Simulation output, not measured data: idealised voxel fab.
The document below concerns the process module designated voxel transistor to metal.
The cross-section shown here is cut; it is 280 nm wide and divided into square cells measuring 5 nm on a side.
How to read a cross-section here: the picture is a grid of square cells, written as bands going from the top down, and any band can span one or more rows of cells. The band entry comprises the height of the band's top followed by the height of its bottom, expressed in nm, and subsequently the band's materials from left to right, each stated together with its width in nm. Where a single material is marked with the word "full width", that material fills the band from edge to edge. The word "empty" represents empty space. Height reference: 0 = level under which incoming wafer is all one material. Lowest band: no bottom, runs on downward, e.g. "0 -> down". Read "30..40" as a graded width: first number on top, second number at the bottom, same change between each pair of neighbouring rows. "all unchanged" -> step changed no cross-section cell. The entry "Voids, sealed" lists the empty spaces that cover at least 8 cells and have no open path to the top. Each is written as width x height at distance, where the distance is measured from the left edge and all three values are in nm. If you see something after the settings on a step's line, that's the simulator's own remark about that step. What "overlay nm" on a step's line means: if the step has a mask, that mask lay this far to the right of its planned place, or, when the value is negative, to the left. If you're wondering how to read the rest of this, here's the deal. It's pairs of cross-sections: one from before a process step, one from after it. The after one is only drawn as far down as the lowest band that changed. Right under each pair you'll see which step sits between them and what its settings were. Don't read the pairs as one continuous story, though. They can come from different runs of this module on the same starting wafer, and a pair only carries on from the one above it where its entry headed "Preceding state" says so.
Preceding state
    40 -> 30 = SiO2 30 nm  empty 35 nm  SiO2 25 nm  empty 35 nm  SiO2 30 nm  empty 35 nm  SiO2 25 nm  empty 35 nm  SiO2 30 nm
    30 -> 15 = SiO2 30 nm  empty 30 nm  lowk 5 nm  SiO2 5 nm  SiCN 15 nm  SiO2 5 nm  lowk 5 nm  empty 30 nm  SiO2 30 nm  empty 30 nm  lowk 5 nm  SiO2 5 nm  SiCN 15 nm  SiO2 5 nm  lowk 5 nm  empty 30 nm  SiO2 30 nm
    15 -> 5 = SiO2 30 nm  empty 30 nm  lowk 5 nm  SiO2 5 nm  polySi 15 nm  SiO2 5 nm  lowk 5 nm  empty 30 nm  SiO2 30 nm  empty 30 nm  lowk 5 nm  SiO2 5 nm  polySi 15 nm  SiO2 5 nm  lowk 5 nm  empty 30 nm  SiO2 30 nm
    5 -> 0 = lowk 30 nm  empty 30 nm  lowk 5 nm  SiO2 5 nm  polySi 15 nm  SiO2 5 nm  lowk 5 nm  empty 30 nm  lowk 30 nm  empty 30 nm  lowk 5 nm  SiO2 5 nm  polySi 15 nm  SiO2 5 nm  lowk 5 nm  empty 30 nm  lowk 30 nm
    0 -> -5 = SiO2 25 nm  lowk 40 nm  SiO2 5 nm  polySi 15 nm  SiO2 5 nm  lowk 40 nm  SiO2 20 nm  lowk 40 nm  SiO2 5 nm  polySi 15 nm  SiO2 5 nm  lowk 40 nm  SiO2 25 nm
    -5 -> -10 = SiO2 full width
    -10 -> -40 = SiO2 30 nm  Si 95 nm  SiO2 30 nm  Si 95 nm  SiO2 30 nm
    -40 -> down = Si full width
    Voids, sealed: none
Post-Step Cross-Section
    45 -> 40 = TiN 35 nm  empty 25 nm  TiN 35 nm  empty 25 nm  TiN 40 nm  empty 25 nm  TiN 35 nm  empty 25 nm  TiN 35 nm
    40 -> 30 = SiO2 30 nm  TiN 5 nm  empty 25..20 nm  TiN 5..10 nm  SiO2 25 nm  TiN 5..10 nm  empty 25..20 nm  TiN 5 nm  SiO2 30 nm  TiN 5 nm  empty 25..20 nm  TiN 5..10 nm  SiO2 25 nm  TiN 5..10 nm  empty 25..20 nm  TiN 5 nm  SiO2 30 nm
    30 -> 15 = SiO2 30 nm  TiN 5 nm  empty 20 nm  TiN 5 nm  lowk 5 nm  SiO2 5 nm  SiCN 15 nm  SiO2 5 nm  lowk 5 nm  TiN 5 nm  empty 20 nm  TiN 5 nm  SiO2 30 nm  TiN 5 nm  empty 20 nm  TiN 5 nm  lowk 5 nm  SiO2 5 nm  SiCN 15 nm  SiO2 5 nm  lowk 5 nm  TiN 5 nm  empty 20 nm  TiN 5 nm  SiO2 30 nm
    15 -> 5 = SiO2 30 nm  TiN 5 nm  empty 20 nm  TiN 5 nm  lowk 5 nm  SiO2 5 nm  polySi 15 nm  SiO2 5 nm  lowk 5 nm  TiN 5 nm  empty 20 nm  TiN 5 nm  SiO2 30 nm  TiN 5 nm  empty 20 nm  TiN 5 nm  lowk 5 nm  SiO2 5 nm  polySi 15 nm  SiO2 5 nm  lowk 5 nm  TiN 5 nm  empty 20 nm  TiN 5 nm  SiO2 30 nm
    5 -> 0 = lowk 30 nm  TiN 30 nm  lowk 5 nm  SiO2 5 nm  polySi 15 nm  SiO2 5 nm  lowk 5 nm  TiN 30 nm  lowk 30 nm  TiN 30 nm  lowk 5 nm  SiO2 5 nm  polySi 15 nm  SiO2 5 nm  lowk 5 nm  TiN 30 nm  lowk 30 nm
    Unchanged below 0.
    Voids, sealed: none
Before/after cross-sections above; step in between: CONFORMAL_DEP: material TiN, thk nm 5
Preceding state: unchanged from the after cross-section in the pair immediately above; refer to that figure.
Post-Step Cross-Section
    55 -> 45 = Ru full width
    45 -> 40 = TiN 35 nm  Ru 25 nm  TiN 35 nm  Ru 25 nm  TiN 40 nm  Ru 25 nm  TiN 35 nm  Ru 25 nm  TiN 35 nm
    40 -> 30 = SiO2 30 nm  TiN 5 nm  Ru 25..20 nm  TiN 5..10 nm  SiO2 25 nm  TiN 5..10 nm  Ru 25..20 nm  TiN 5 nm  SiO2 30 nm  TiN 5 nm  Ru 25..20 nm  TiN 5..10 nm  SiO2 25 nm  TiN 5..10 nm  Ru 25..20 nm  TiN 5 nm  SiO2 30 nm
    30 -> 15 = SiO2 30 nm  TiN 5 nm  Ru 20 nm  TiN 5 nm  lowk 5 nm  SiO2 5 nm  SiCN 15 nm  SiO2 5 nm  lowk 5 nm  TiN 5 nm  Ru 20 nm  TiN 5 nm  SiO2 30 nm  TiN 5 nm  Ru 20 nm  TiN 5 nm  lowk 5 nm  SiO2 5 nm  SiCN 15 nm  SiO2 5 nm  lowk 5 nm  TiN 5 nm  Ru 20 nm  TiN 5 nm  SiO2 30 nm
    15 -> 5 = SiO2 30 nm  TiN 5 nm  Ru 20 nm  TiN 5 nm  lowk 5 nm  SiO2 5 nm  polySi 15 nm  SiO2 5 nm  lowk 5 nm  TiN 5 nm  Ru 20 nm  TiN 5 nm  SiO2 30 nm  TiN 5 nm  Ru 20 nm  TiN 5 nm  lowk 5 nm  SiO2 5 nm  polySi 15 nm  SiO2 5 nm  lowk 5 nm  TiN 5 nm  Ru 20 nm  TiN 5 nm  SiO2 30 nm
    Unchanged below 5.
    Voids, sealed: none
Before/after cross-sections above; step in between: FILL_DEP: material Ru, thk nm 10
Preceding state: unchanged from the after cross-section in the pair immediately above; refer to that figure.
Post-Step Cross-Section
    40 -> 30 = SiO2 30 nm  TiN 5 nm  Ru 25..20 nm  TiN 5..10 nm  SiO2 25 nm  TiN 5..10 nm  Ru 25..20 nm  TiN 5 nm  SiO2 30 nm  TiN 5 nm  Ru 25..20 nm  TiN 5..10 nm  SiO2 25 nm  TiN 5..10 nm  Ru 25..20 nm  TiN 5 nm  SiO2 30 nm
    Unchanged below 30.
    Voids, sealed: none
Before/after cross-sections above; step in between: CMP: height nm 40
Preceding state: unchanged from the after cross-section in the pair immediately above; refer to that figure.
Post-Step Cross-Section
    45 -> 40 = TiN full width
    Unchanged below 40.
    Voids, sealed: none
Before/after cross-sections above; step in between: DIRECTIONAL_DEP: material TiN, thk nm 5
Preceding state: unchanged from the after cross-section in the pair immediately above; refer to that figure.
Post-Step Cross-Section
    65 -> 45 = W full width
    Unchanged below 45.
    Voids, sealed: none
Before/after cross-sections above; step in between: DIRECTIONAL_DEP: material W, thk nm 20
Preceding state: unchanged from the after cross-section in the pair immediately above; refer to that figure.
Post-Step Cross-Section
    65 -> 45 = empty 30 nm  W 20 nm  empty 55 nm  W 20 nm  empty 30 nm  W 20 nm  empty 55 nm  W 20 nm  empty 30 nm
    Unchanged below 45.
    Voids, sealed: none
Before/after cross-sections above; step in between: MASKED_ETCH: tone cover, mask id METAL_1, width nm 20, etch materials W, depth nm 20, overlay nm 0
Preceding state: unchanged from the after cross-section in the pair immediately above; refer to that figure.
Post-Step Cross-Section
    65 -> 45 = empty 30 nm  W 20 nm  empty 55 nm  W 20 nm  empty 30 nm  W 20 nm  empty 55 nm  W 20 nm  empty 30 nm
    45 -> 40 = empty 30 nm  TiN 20 nm  empty 55 nm  TiN 20 nm  empty 30 nm  TiN 20 nm  empty 55 nm  TiN 20 nm  empty 30 nm
    Unchanged below 40.
    Voids, sealed: none
Before/after cross-sections above; step in between: MASKED_ETCH: tone cover, mask id METAL_1, width nm 20, etch materials TiN, depth nm 5, overlay nm 0
Preceding state: unchanged from the after cross-section in the pair immediately above; refer to that figure.
Post-Step Cross-Section
    70 -> 65 = lowk full width
    65 -> 45 = lowk 30 nm  W 20 nm  lowk 55 nm  W 20 nm  lowk 30 nm  W 20 nm  lowk 55 nm  W 20 nm  lowk 30 nm
    45 -> 40 = lowk 30 nm  TiN 20 nm  lowk 55 nm  TiN 20 nm  lowk 30 nm  TiN 20 nm  lowk 55 nm  TiN 20 nm  lowk 30 nm
    Unchanged below 40.
    Voids, sealed: none
Before/after cross-sections above; step in between: FILL_DEP: material lowk, thk nm 5
Preceding state: unchanged from the after cross-section in the pair immediately above; refer to that figure.
Post-Step Cross-Section
    65 -> 45 = lowk 30 nm  W 20 nm  lowk 55 nm  W 20 nm  lowk 30 nm  W 20 nm  lowk 55 nm  W 20 nm  lowk 30 nm
    Unchanged below 45.
    Voids, sealed: none
Before/after cross-sections above; step in between: CMP: height nm 65
Preceding state: unchanged from the after cross-section in the pair immediately above; refer to that figure.
Post-Step Cross-Section
    70 -> 65 = SiN full width
    Unchanged below 65.
    Voids, sealed: none
Before/after cross-sections above; step in between: CONFORMAL_DEP: material SiN, thk nm 5
Preceding state
    65 -> 45 = W full width
    45 -> 40 = TiN full width
    40 -> 30 = SiO2 30 nm  TiN 5 nm  Ru 25..20 nm  TiN 5..10 nm  SiO2 25 nm  TiN 5..10 nm  Ru 25..20 nm  TiN 5 nm  SiO2 30 nm  TiN 5 nm  Ru 25..20 nm  TiN 5..10 nm  SiO2 25 nm  TiN 5..10 nm  Ru 25..20 nm  TiN 5 nm  SiO2 30 nm
    30 -> 15 = SiO2 30 nm  TiN 5 nm  Ru 20 nm  TiN 5 nm  SiN 5 nm  SiO2 5 nm  SiCN 15 nm  SiO2 5 nm  SiN 5 nm  TiN 5 nm  Ru 20 nm  TiN 5 nm  SiO2 30 nm  TiN 5 nm  Ru 20 nm  TiN 5 nm  SiN 5 nm  SiO2 5 nm  SiCN 15 nm  SiO2 5 nm  SiN 5 nm  TiN 5 nm  Ru 20 nm  TiN 5 nm  SiO2 30 nm
    15 -> 5 = SiO2 30 nm  TiN 5 nm  Ru 20..5 nm  TiN 5..20 nm  SiN 5 nm  SiO2 5 nm  polySi 15 nm  SiO2 5 nm  SiN 5 nm  TiN 5..20 nm  Ru 20..5 nm  TiN 5 nm  SiO2 30 nm  TiN 5 nm  Ru 20..5 nm  TiN 5..20 nm  SiN 5 nm  SiO2 5 nm  polySi 15 nm  SiO2 5 nm  SiN 5 nm  TiN 5..20 nm  Ru 20..5 nm  TiN 5 nm  SiO2 30 nm
    5 -> 0 = SiO2 30 nm  TiN 5 nm  Ru 5 nm  TiN 5 nm  pSi 15 nm  SiN 5 nm  SiO2 5 nm  polySi 15 nm  SiO2 5 nm  SiN 5 nm  pSi 15 nm  TiN 5 nm  Ru 5 nm  TiN 5 nm  SiO2 30 nm  TiN 5 nm  Ru 5 nm  TiN 5 nm  pSi 15 nm  SiN 5 nm  SiO2 5 nm  polySi 15 nm  SiO2 5 nm  SiN 5 nm  pSi 15 nm  TiN 5 nm  Ru 5 nm  TiN 5 nm  SiO2 30 nm
    0 -> -5 = SiO2 25 nm  SiN 5 nm  TiN 15 nm  pSi 15 nm  SiN 5 nm  SiO2 5 nm  polySi 15 nm  SiO2 5 nm  SiN 5 nm  pSi 15 nm  TiN 15 nm  SiN 5 nm  SiO2 20 nm  SiN 5 nm  TiN 15 nm  pSi 15 nm  SiN 5 nm  SiO2 5 nm  polySi 15 nm  SiO2 5 nm  SiN 5 nm  pSi 15 nm  TiN 15 nm  SiN 5 nm  SiO2 25 nm
    -5 -> -10 = SiO2 30 nm  pSi 30 nm  SiO2 35 nm  pSi 30 nm  SiO2 30 nm  pSi 30 nm  SiO2 35 nm  pSi 30 nm  SiO2 30 nm
    -10 -> -20 = SiO2 30 nm  pSi 30 nm  Si 35 nm  pSi 30 nm  SiO2 30 nm  pSi 30 nm  Si 35 nm  pSi 30 nm  SiO2 30 nm
    -20 -> -40 = SiO2 30 nm  Si 95 nm  SiO2 30 nm  Si 95 nm  SiO2 30 nm
    -40 -> down = Si full width
    Voids, sealed: none
Post-Step Cross-Section
    65 -> 45 = W 30 nm  empty 20 nm  W 55 nm  empty 20 nm  W 30 nm  empty 20 nm  W 55 nm  empty 20 nm  W 30 nm
    Unchanged below 45.
    Voids, sealed: none
Before/after cross-sections above; step in between: MASKED_ETCH: tone open, mask id METAL_1, width nm 20, etch materials W, depth nm 20, overlay nm 0
Preceding state: unchanged from the after cross-section in the pair immediately above; refer to that figure.
Post-Step Cross-Section
    70 -> 65 = lowk full width
    65 -> 45 = W 30 nm  lowk 20 nm  W 55 nm  lowk 20 nm  W 30 nm  lowk 20 nm  W 55 nm  lowk 20 nm  W 30 nm
    Unchanged below 45.
    Voids, sealed: none
Before/after cross-sections above; step in between: FILL_DEP: material lowk, thk nm 5
Preceding state: unchanged from the after cross-section in the pair immediately above; refer to that figure.
Post-Step Cross-Section
    65 -> 45 = W 30 nm  lowk 20 nm  W 55 nm  lowk 20 nm  W 30 nm  lowk 20 nm  W 55 nm  lowk 20 nm  W 30 nm
    Unchanged below 45.
    Voids, sealed: none
Before/after cross-sections above; step in between: CMP: height nm 65
Preceding state: unchanged from the after cross-section in the pair immediately above; refer to that figure.
Post-Step Cross-Section
    70 -> 65 = SiN full width
    Unchanged below 65.
    Voids, sealed: none
Before/after cross-sections above; step in between: CONFORMAL_DEP: material SiN, thk nm 5
